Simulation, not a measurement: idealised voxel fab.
Presented below is a process module, voxel ribs on slabs.
In the cross-section labelled cut, the width is 155 nm and each square cell is 5 nm.
A cross-section is a grid of square cells, given in bands from the top down. A band is one or more rows of cells. This entry defines a band. It first specifies the height of the band's top and the height of its bottom in nm, and then specifies the band's materials from left to right, stating each material with its width in nm. The word "everywhere" identifies a single material that fills the band from edge to edge, while the word "blank" identifies empty space. The reference from which all heights are counted is 0, the level beneath which the as-received wafer is entirely one material; the lowest band, having no lower bound, proceeds downward and is written after the example "0 -> down". You'd read "30 to 40" like this: the band's top row of cells is as wide as the first number, its bottom row is as wide as the second, and going down, every row changes width by the same amount as the row before did. It should be understood that the words "stayed the same", when stated for a given step, signify that the cross-section underwent no change in any of its cells during that step. In "Catalogued sealed voids" the enclosed voids are listed, meaning empty spaces of 8 cells or larger without any opening to the top. The form is width x height at distance, distance from the left edge, units nm. after a step's settings: what the simulator itself notes on the step. Each step line may optionally specify "overlay nm", which for a step with a mask gives the rightward distance between the mask's planned place and where it lay, a negative value indicating the leftward direction.

The following list gives the planned process steps:
1) RECEIVE with material Si
2) DIRECTIONAL_DEP with material SiO2, thk nm 25
3) DIRECTIONAL_DEP with material SiN, thk nm 15
4) PATTERN with tone cover, mask id RIB, material resist, width nm 15, thk nm 15, overlay nm 0
5) DIRECTIONAL_ETCH with etch materials SiN, depth nm 10
6) STRIP with etch materials resist
7) MASKED_ETCH with tone cover, mask id SLAB, width nm 65, etch materials SiN, depth nm 5, overlay nm 0
8) FILL_DEP with material SiO2, thk nm 20
9) CMP with height nm 55
10) DIRECTIONAL_DEP with material W, thk nm 10
11) MASKED_ETCH with tone cover, mask id HEATER, width nm 25, etch materials W, depth nm 10, overlay nm 0
12) CONFORMAL_DEP with material SiO2, thk nm 10

Run as planned: first of two wafers:

Cross-section, incoming material, after step 1:
0 -> down | Si everywhere
Catalogued sealed voids: none

Wafer after step 2 (cross-section):
25 -> 0 | SiO2 everywhere
Whatever lies below 0 is exactly as it was before.

Wafer after step 3 (cross-section):
40 -> 25 | SiN everywhere
Whatever lies below 25 is exactly as it was before.

Wafer after step 4 (cross-section):
55 -> 40 | blank: 70  resist: 15  blank: 70
Whatever lies below 40 is exactly as it was before.

Wafer after step 5 (cross-section):
55 -> 40 | blank: 70  resist: 15  blank: 70
40 -> 30 | blank: 70  SiN: 15  blank: 70
Whatever lies below 30 is exactly as it was before.

Wafer after step 6 (cross-section):
40 -> 30 | blank: 70  SiN: 15  blank: 70
Whatever lies below 30 is exactly as it was before.

Wafer after step 7 (cross-section):
40 -> 30 | blank: 70  SiN: 15  blank: 70
30 -> 25 | blank: 45  SiN: 65  blank: 45
Whatever lies below 25 is exactly as it was before.

Wafer after step 8 (cross-section):
60 -> 40 | SiO2 everywhere
40 -> 30 | SiO2: 70  SiN: 15  SiO2: 70
30 -> 25 | SiO2: 45  SiN: 65  SiO2: 45
Whatever lies below 25 is exactly as it was before.

Wafer after step 9 (cross-section):
55 -> 40 | SiO2 everywhere
Whatever lies below 40 is exactly as it was before.

Wafer after step 10 (cross-section):
65 -> 55 | W everywhere
Whatever lies below 55 is exactly as it was before.

Wafer after step 11 (cross-section):
65 -> 55 | blank: 65  W: 25  blank: 65
Whatever lies below 55 is exactly as it was before.

Wafer after step 12 (cross-section):
75 -> 65 | blank: 55  SiO2: 45  blank: 55
65 -> 55 | SiO2: 65  W: 25  SiO2: 65
Whatever lies below 55 is exactly as it was before.

Here the second wafer is described. Its start and its plan were those of the first wafer. Its run contained one mistake. Up to and including step 11, it did exactly what the first wafer did:

What the second wafer looks like in cross-section when step 12 should have wrapped up: stayed the same
What went wrong in running the wafer? yeah, step 12 of the plan got skipped, never ran
Bottom line after processing is that, in cells, the second wafer is up or down on some materials versus the first: SiO2 -70
